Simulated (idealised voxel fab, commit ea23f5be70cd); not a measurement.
The following is a process module called voxel tone inversion.
This is section cut - it's 190 nm across, gridded in 5 nm square cells.
A cross-section is written here as square cells arranged in a grid, and it is given in bands from the top down, each band taking up one or more rows of cells. Band entry format. Leading values: height of top, height of bottom, nm. Remainder: materials in left-to-right order, each with its width in nm. Special words: "throughout" on a single material, which then fills the band edge to edge; "air", empty space. The level at which height equals 0 is the one under which the wafer, as it arrives, is entirely one material. No lower edge exists for the bottom band, which continues downward and is notated as in "z 0 and below". Width spec "30 to 40" -> top row of cells at first value, bottom row at second value, equal per-row change in between. Where the words "same as before" appear for a step, the cross-section shows no cell changed by that step; every cell remained as before. If an empty space has no open way to the top and is at least 8 cells in size, "Trapped voids" lists it, written width x height at distance, where distance is measured from the left edge and every value is in nm. Read whatever lies past the settings on a step's line as the simulator's own remark about the step. overlay nm: where the mask lay relative to plan, measured to the right, on steps with a mask; negatives go left.
Plan:
1. RECEIVE [material Si]
2. CONFORMAL_DEP [material SiN] [thk nm 5]
3. DIRECTIONAL_DEP [material aC] [thk nm 20]
4. PATTERN [tone cover] [mask id POSTS] [material resist] [width nm 25] [pitch nm 50] [thk nm 30] [overlay nm 0]
5. DIRECTIONAL_ETCH [etch materials aC] [depth nm 20]
6. STRIP [etch materials resist]
7. FILL_DEP [material lowk] [thk nm 10]
8. CMP [height nm 25]
9. STRIP [etch materials aC]
10. CONFORMAL_DEP [material TiN] [thk nm 5]
11. FILL_DEP [material W] [thk nm 10]
12. CMP [height nm 25]
13. CONFORMAL_DEP [material SiCN] [thk nm 5]
The first of two wafers, run as planned:
Incoming wafer in cross-section (state: after step 1):
    z 0 and below: Si throughout
    Trapped voids: none
Wafer section view after processing step 2:
    z 5 to 0: SiN throughout
    Below 0, no change.
Wafer section view after processing step 3:
    z 25 to 5: aC throughout
    Below 5, no change.
Wafer section view after processing step 4:
    z 55 to 25: air (55)  resist (25)  air (25)  resist (25)  air (60)
    Below 25, no change.
Wafer section view after processing step 5:
    z 35 to 25: air (55)  resist (25)  air (25)  resist (25)  air (60)
    z 25 to 5: air (55)  aC (25)  air (25)  aC (25)  air (60)
    Below 5, no change.
Wafer section view after processing step 6:
    z 25 to 5: air (55)  aC (25)  air (25)  aC (25)  air (60)
    Below 5, no change.
Wafer section view after processing step 7:
    z 35 to 25: lowk throughout
    z 25 to 5: lowk (55)  aC (25)  lowk (25)  aC (25)  lowk (60)
    Below 5, no change.
Wafer section view after processing step 8:
    z 25 to 5: lowk (55)  aC (25)  lowk (25)  aC (25)  lowk (60)
    Below 5, no change.
Wafer section view after processing step 9:
    z 25 to 5: lowk (55)  air (25)  lowk (25)  air (25)  lowk (60)
    Below 5, no change.
Wafer section view after processing step 10:
    z 30 to 25: TiN (60)  air (15)  TiN (35)  air (15)  TiN (65)
    z 25 to 10: lowk (55)  TiN (5)  air (15)  TiN (5)  lowk (25)  TiN (5)  air (15)  TiN (5)  lowk (60)
    z 10 to 5: lowk (55)  TiN (25)  lowk (25)  TiN (25)  lowk (60)
    Below 5, no change.
Wafer section view after processing step 11:
    z 40 to 30: W throughout
    z 30 to 25: TiN (60)  W (15)  TiN (35)  W (15)  TiN (65)
    z 25 to 10: lowk (55)  TiN (5)  W (15)  TiN (5)  lowk (25)  TiN (5)  W (15)  TiN (5)  lowk (60)
    Below 10, no change.
Wafer section view after processing step 12:
    z 25 to 10: lowk (55)  TiN (5)  W (15)  TiN (5)  lowk (25)  TiN (5)  W (15)  TiN (5)  lowk (60)
    Below 10, no change.
Wafer section view after processing step 13:
    z 30 to 25: SiCN throughout
    Below 25, no change.
Second wafer: same start and same plan as the first, one execution error; identical to the first through step 3:
Here is the second wafer in cross-section at the point where step 4 of the plan should have been done:
    z 55 to 25: air (60)  resist (20)  air (30)  resist (20)  air (60)
    Below 25, no change.
Here is the second wafer in cross-section at the point where step 5 of the plan should have been done:
    z 35 to 25: air (60)  resist (20)  air (30)  resist (20)  air (60)
    z 25 to 5: air (60)  aC (20)  air (30)  aC (20)  air (60)
    Below 5, no change.
Here is the second wafer in cross-section at the point where step 6 of the plan should have been done:
    z 25 to 5: air (60)  aC (20)  air (30)  aC (20)  air (60)
    Below 5, no change.
Here is the second wafer in cross-section at the point where step 7 of the plan should have been done:
    z 35 to 25: lowk throughout
    z 25 to 5: lowk (60)  aC (20)  lowk (30)  aC (20)  lowk (60)
    Below 5, no change.
Here is the second wafer in cross-section at the point where step 8 of the plan should have been done:
    z 25 to 5: lowk (60)  aC (20)  lowk (30)  aC (20)  lowk (60)
    Below 5, no change.
Here is the second wafer in cross-section at the point where step 9 of the plan should have been done:
    z 25 to 5: lowk (60)  air (20)  lowk (30)  air (20)  lowk (60)
    Below 5, no change.
Here is the second wafer in cross-section at the point where step 10 of the plan should have been done:
    z 30 to 25: TiN (65)  air (10)  TiN (40)  air (10)  TiN (65)
    z 25 to 10: lowk (60)  TiN (5)  air (10)  TiN (5)  lowk (30)  TiN (5)  air (10)  TiN (5)  lowk (60)
    z 10 to 5: lowk (60)  TiN (20)  lowk (30)  TiN (20)  lowk (60)
    Below 5, no change.
Here is the second wafer in cross-section at the point where step 11 of the plan should have been done:
    z 40 to 30: W throughout
    z 30 to 25: TiN (65)  W (10)  TiN (40)  W (10)  TiN (65)
    z 25 to 10: lowk (60)  TiN (5)  W (10)  TiN (5)  lowk (30)  TiN (5)  W (10)  TiN (5)  lowk (60)
    Below 10, no change.
Here is the second wafer in cross-section at the point where step 12 of the plan should have been done:
    z 25 to 10: lowk (60)  TiN (5)  W (10)  TiN (5)  lowk (30)  TiN (5)  W (10)  TiN (5)  lowk (60)
    Below 10, no change.
Here is the second wafer in cross-section at the point where step 13 of the plan should have been done:
    z 30 to 25: SiCN throughout
    Below 25, no change.
Heads up, the wafer didn't run the way we planned it: step 4 did not use the planned setting and instead ran as PATTERN [tone cover] [mask id POSTS] [material resist] [width nm 20] [pitch nm 50] [thk nm 30] [overlay nm 0]
The final cell counts differ between the wafers, with the second having more or fewer of some materials than the first: TiN -2, W -6, lowk +8
